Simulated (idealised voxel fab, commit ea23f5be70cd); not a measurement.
Name of the process module below: voxel self aligned vias
The cross-section on display is named cut; it measures 155 nm wide, and its cells are 5 nm squares.
Notation: cross-section as square-cell grid; stated in bands, top first, going down; one or more cell rows per band. Per band: top height and bottom height in nm, followed by the left-to-right materials and their widths in nm; "all across" marks a single material spanning edge to edge, "blank" marks empty space. Basically, 0 is our baseline, since under it the wafer straight out of the box is all one material. The bottom band has no lower end and keeps on going down, so it looks like "0 -> down". Width: "30->40" (first number = top row, second number = bottom row, same change from row to row of cells). "no alteration" means the step left every cell of the cross-section as it was. Heads up: "Enclosed void entries" only lists the empty pockets with no open path to the top that are 8 cells or more, and it writes them as width x height at distance, distance from the left edge, in nm. Text after the settings on a step's line: the simulator's own remark on that step. Steps that use a mask can have "overlay nm" on their line. It says how far the mask sat to the right of where it was meant to be. Negative means to the left.

STEPS IN THE PROCESS PLAN
1. RECEIVE: material Si
2. CONFORMAL_DEP: material SiO2, thk nm 10
3. CONFORMAL_DEP: material SiCN, thk nm 5
4. DIRECTIONAL_DEP: material lowk, thk nm 25
5. MASKED_ETCH: tone open, mask id LINES, width nm 20, pitch nm 45, etch materials lowk, depth nm 25, overlay nm 0
6. CONFORMAL_DEP: material TiN, thk nm 5
7. FILL_DEP: material W, thk nm 5
8. CMP: height nm 40
9. SELECTIVE_ETCH: etch materials W Ru TiN, depth nm 5
10. FILL_DEP: material SiN, thk nm 10
11. CMP: height nm 40
12. DIRECTIONAL_DEP: material lowk, thk nm 20
13. PATTERN: tone open, mask id VIAS, material resist, width nm 30, pitch nm 45, thk nm 15, overlay nm 0
14. DIRECTIONAL_ETCH: etch materials lowk, depth nm 20
15. DIRECTIONAL_ETCH: etch materials SiN, depth nm 5
16. STRIP: etch materials resist
17. CONFORMAL_DEP: material TiN, thk nm 5
18. FILL_DEP: material W, thk nm 10
19. CMP: height nm 60
20. CONFORMAL_DEP: material SiN, thk nm 5

AS-RECEIVED STATE OF THE WAFER IN CROSS-SECTION, EQUIVALENT TO POST-STEP 1
* 0 -> down | Si all across
* Enclosed void entries: none

STARTING STRUCTURE AND PROCESS PLAN ARE AS SHOWN ABOVE, BUT ONE MISTAKE WAS MADE IN RUNNING THE MODULE; THE WAFER CROSS-SECTION AT THE END OF THE MODULE FOLLOWS
* 65 -> 60 | SiN all across
* 60 -> 40 | lowk: 20 | TiN: 5 | W: 10 | TiN: 5 | lowk: 25 | TiN: 5 | W: 10 | TiN: 5 | lowk: 25 | TiN: 5 | W: 10 | TiN: 5 | lowk: 25
* 40 -> 35 | lowk: 20 | TiN: 20 | lowk: 25 | TiN: 20 | lowk: 25 | TiN: 20 | lowk: 25
* 35 -> 20 | lowk: 20 | TiN: 5 | W: 10 | TiN: 5 | lowk: 25 | TiN: 5 | W: 10 | TiN: 5 | lowk: 25 | TiN: 5 | W: 10 | TiN: 5 | lowk: 25
* 20 -> 15 | lowk: 20 | TiN: 20 | lowk: 25 | TiN: 20 | lowk: 25 | TiN: 20 | lowk: 25
* 15 -> 10 | SiCN all across
* 10 -> 0 | SiO2 all across
* 0 -> down | Si all across
* Enclosed void entries: none
Deviation from plan: contrary to plan, step 13 was performed as PATTERN: tone open, mask id VIAS, material resist, width nm 20, pitch nm 45, thk nm 15, overlay nm 0
